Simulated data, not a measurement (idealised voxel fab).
process module | voxel transistor to metal
cross-section cut | 140 nm wide | cells 5 nm
A cross-section is a grid of square cells, given in bands from the top down. A band is one or more rows of cells.
Each band's line starts with the height of the band's top and of its bottom, in nm. Then come its materials from left to right, each with its width in nm. One material with "throughout" fills the band from edge to edge. "air" is empty space.
Height 0 is the level under which the wafer as received is all one material. The lowest band goes on downwards, as in "0 down".
A width such as "30 to 40" changes by the same amount from each row of cells to the next, from the band's top row to its bottom row.
"no change" after a step means that no cell of the cross-section changed.
closed voids: empty space of 8 cells or more with no open way to the top, each as width x height at its distance from the left edge, in nm
after a step's settings: what the simulator itself notes on the step
overlay nm, on a step with a mask: how far to the right of its planned place the mask lay; to the left if negative
plan
1 op RECEIVE | material Si
2 op CONFORMAL_DEP | material SiO2 | thk nm 5
3 op CONFORMAL_DEP | material SiN | thk nm 10
4 op MASKED_ETCH | tone cover | mask id ACTIVE | width nm 95 | etch materials SiN | depth nm 10 | overlay nm 0
5 op MASKED_ETCH | tone cover | mask id ACTIVE | width nm 95 | etch materials SiO2 | depth nm 5 | overlay nm 0
6 op MASKED_ETCH | tone cover | mask id ACTIVE | width nm 95 | etch materials Si | depth nm 35 | overlay nm 0
7 op FILL_DEP | material SiO2 | thk nm 10
8 op CMP | height nm 15
9 op SELECTIVE_ETCH | etch materials SiO2 | depth nm 5
10 op STRIP | etch materials SiN
11 op SELECTIVE_ETCH | etch materials SiO2 | depth nm 5
12 op OXIDIZE | depth nm 5
13 op DIRECTIONAL_DEP | material polySi | thk nm 25
14 op DIRECTIONAL_DEP | material SiCN | thk nm 15
15 op DIRECTIONAL_DEP | material aC | thk nm 10
16 op PATTERN | tone cover | mask id GATE | material resist | width nm 15 | thk nm 25 | overlay nm 0
17 op DIRECTIONAL_ETCH | etch materials aC | depth nm 10
18 op STRIP | etch materials resist
19 op DIRECTIONAL_ETCH | etch materials SiCN | depth nm 25
20 op DIRECTIONAL_ETCH | etch materials polySi | depth nm 35
21 op STRIP | etch materials aC
22 op CONFORMAL_DEP | material SiO2 | thk nm 5
23 op DIRECTIONAL_ETCH | etch materials SiO2 | depth nm 5
24 op CONFORMAL_DEP | material SiN | thk nm 5
25 op DIRECTIONAL_ETCH | etch materials SiN | depth nm 5
26 op DIRECTIONAL_ETCH | etch materials SiO2 | depth nm 5
27 op DIRECTIONAL_ETCH | etch materials Si | depth nm 15
28 op EPI | material nSi | thk nm 20
29 op FILL_DEP | material SiO2 | thk nm 5
30 op CMP | height nm 40
31 op DIRECTIONAL_DEP | material SiO2 | thk nm 10
32 op MASKED_ETCH | tone open | mask id CONTACT | width nm 30 | pitch nm 55 | etch materials SiO2 | depth nm 35 | overlay nm 0
33 op CONFORMAL_DEP | material TiN | thk nm 5
34 op FILL_DEP | material W | thk nm 10
35 op CMP | height nm 50
36 op DIRECTIONAL_DEP | material TiN | thk nm 5
37 op DIRECTIONAL_DEP | material Ru | thk nm 20
38 op DIRECTIONAL_DEP | material aC | thk nm 15
39 op PATTERN | tone cover | mask id METAL_1 | material resist | width nm 20 | pitch nm 65 | thk nm 30 | overlay nm 0
40 op DIRECTIONAL_ETCH | etch materials aC | depth nm 15
41 op STRIP | etch materials resist
42 op DIRECTIONAL_ETCH | etch materials Ru | depth nm 20
43 op DIRECTIONAL_ETCH | etch materials TiN | depth nm 5
44 op STRIP | etch materials aC
45 op CONFORMAL_DEP | material SiCN | thk nm 5
46 op FILL_DEP | material SiO2 | thk nm 10
47 op CMP | height nm 75
48 op CONFORMAL_DEP | material SiN | thk nm 5
as received, after step 1
  0 down: Si throughout
  closed voids: none
first wafer at the end, as planned
  80 to 75: SiN throughout
  75 to 55: SiO2 20 | SiCN 5 | Ru 20 | SiCN 5 | SiO2 35 | SiCN 5 | Ru 20 | SiCN 5 | SiO2 25
  55 to 50: SiCN 25 | TiN 20 | SiCN 45 | TiN 20 | SiCN 30
  50 to 40: SiO2 25 | TiN 5 | W 20 to 15 | TiN 5 to 10 | SiO2 25 | TiN 5 to 10 | W 20 to 15 | TiN 5 | SiO2 30
  40 to 25: SiO2 25 | TiN 5 | W 15 | TiN 5 | SiN 5 | SiO2 5 | SiCN 15 | SiO2 5 | SiN 5 | TiN 5 | W 15 | TiN 5 | SiO2 30
  25 to 20: SiO2 25 | TiN 5 | W 15 | TiN 5 | SiN 5 | SiO2 5 | polySi 15 | SiO2 5 | SiN 5 | TiN 5 | W 15 | TiN 5 | SiO2 30
  20 to 15: SiO2 25 | TiN 25 | SiN 5 | SiO2 5 | polySi 15 | SiO2 5 | SiN 5 | TiN 25 | SiO2 30
  15 to 5: SiO2 15 | nSi 35 | SiN 5 | SiO2 5 | polySi 15 | SiO2 5 | SiN 5 | nSi 35 | SiO2 20
  5 to 0: SiO2 15 | nSi 5 | SiN 5 | nSi 25 | SiN 5 | SiO2 5 | polySi 15 | SiO2 5 | SiN 5 | nSi 25 | SiN 5 | nSi 5 | SiO2 20
  0 to -5: SiO2 25 | nSi 25 | SiO2 35 | nSi 25 | SiO2 30
  -5 to -20: SiO2 20 | Si 5 | nSi 25 | Si 35 | nSi 25 | Si 5 | SiO2 25
  -20 to -35: SiO2 20 | Si 95 | SiO2 25
  -35 down: Si throughout
  closed voids: none
second wafer at the end: like start, like plan, one mistake
  80 to 75: SiN throughout
  75 to 55: SiO2 20 | SiCN 5 | Ru 20 | SiCN 5 | SiO2 35 | SiCN 5 | Ru 20 | SiCN 5 | SiO2 25
  55 to 50: SiCN 25 | TiN 20 | SiCN 45 | TiN 20 | SiCN 30
  50 to 40: SiO2 25 | TiN 5 | W 20 to 15 | TiN 5 to 10 | SiO2 25 | TiN 5 to 10 | W 20 to 15 | TiN 5 | SiO2 30
  40 to 35: SiO2 25 | TiN 25 | SiN 5 | SiO2 5 | SiCN 15 | SiO2 5 | SiN 5 | TiN 25 | SiO2 30
  35 to 25: nSi 50 | SiN 5 | SiO2 5 | SiCN 15 | SiO2 5 | SiN 5 | nSi 55
  25 to 5: nSi 50 | SiN 5 | SiO2 5 | polySi 15 | SiO2 5 | SiN 5 | nSi 55
  5 to 0: nSi 20 | SiN 5 | nSi 25 | SiN 5 | SiO2 5 | polySi 15 | SiO2 5 | SiN 5 | nSi 25 | SiN 5 | nSi 25
  0 to -5: SiO2 25 | nSi 25 | SiO2 35 | nSi 25 | SiO2 30
  -5 to -20: SiO2 20 | Si 5 | nSi 25 | Si 35 | nSi 25 | Si 5 | SiO2 25
  -20 to -35: SiO2 20 | Si 95 | SiO2 25
  -35 down: Si throughout
  closed voids: none
what went wrong: step 28 was run twice
at the end the second wafer has, in cells: 65 fewer of SiO2 | 16 fewer of TiN | 24 fewer of W | 105 more of nSi
